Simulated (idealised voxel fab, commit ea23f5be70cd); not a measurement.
process module | voxel self aligned contacts
cross-section cut | 170 nm wide | cells 5 nm
A cross-section is a grid of square cells, given in bands from the top down. A band is one or more rows of cells.
Each band's line starts with the height of the band's top and of its bottom, in nm. Then come its materials from left to right, each with its width in nm. One material with "throughout" fills the band from edge to edge. "air" is empty space.
Height 0 is the level under which the wafer as received is all one material. The lowest band goes on downwards, as in "0 down".
A width such as "30 to 40" changes by the same amount from each row of cells to the next, from the band's top row to its bottom row.
"no change" after a step means that no cell of the cross-section changed.
closed voids: empty space of 8 cells or more with no open way to the top, each as width x height at its distance from the left edge, in nm
after a step's settings: what the simulator itself notes on the step
overlay nm, on a step with a mask: how far to the right of its planned place the mask lay; to the left if negative
plan
1 op RECEIVE | material Si
2 op CONFORMAL_DEP | material SiO2 | thk nm 5
3 op DIRECTIONAL_DEP | material polySi | thk nm 30
4 op DIRECTIONAL_DEP | material SiN | thk nm 20
5 op MASKED_ETCH | tone cover | mask id GATE | width nm 35 | pitch nm 70 | etch materials SiN | depth nm 20 | overlay nm 0
6 op MASKED_ETCH | tone cover | mask id GATE | width nm 35 | pitch nm 70 | etch materials polySi | depth nm 30 | overlay nm 0
7 op CONFORMAL_DEP | material SiN | thk nm 5
8 op DIRECTIONAL_ETCH | etch materials SiN | depth nm 5
9 op FILL_DEP | material SiO2 | thk nm 20
10 op CMP | height nm 65
11 op MASKED_ETCH | tone open | mask id CONTACT | width nm 45 | etch materials SiO2 | depth nm 65 | overlay nm 0
12 op CONFORMAL_DEP | material TiN | thk nm 5
13 op FILL_DEP | material Ru | thk nm 10
14 op CMP | height nm 65
15 op CONFORMAL_DEP | material SiCN | thk nm 5
as received, after step 1
  0 down: Si throughout
  closed voids: none
a wafer at the end: this start, this plan, one mistake
  70 to 65: SiCN throughout
  65 to 60: SiO2 25 | SiN 45 | TiN 5 | Ru 15 | TiN 5 | SiN 45 | SiO2 30
  60 to 55: SiO2 25 | SiN 45 | TiN 25 | SiN 45 | SiO2 30
  55 to 35: SiN throughout
  35 to 5: polySi throughout
  5 to 0: SiO2 throughout
  0 down: Si throughout
  closed voids: none
what went wrong: step 4 was run twice
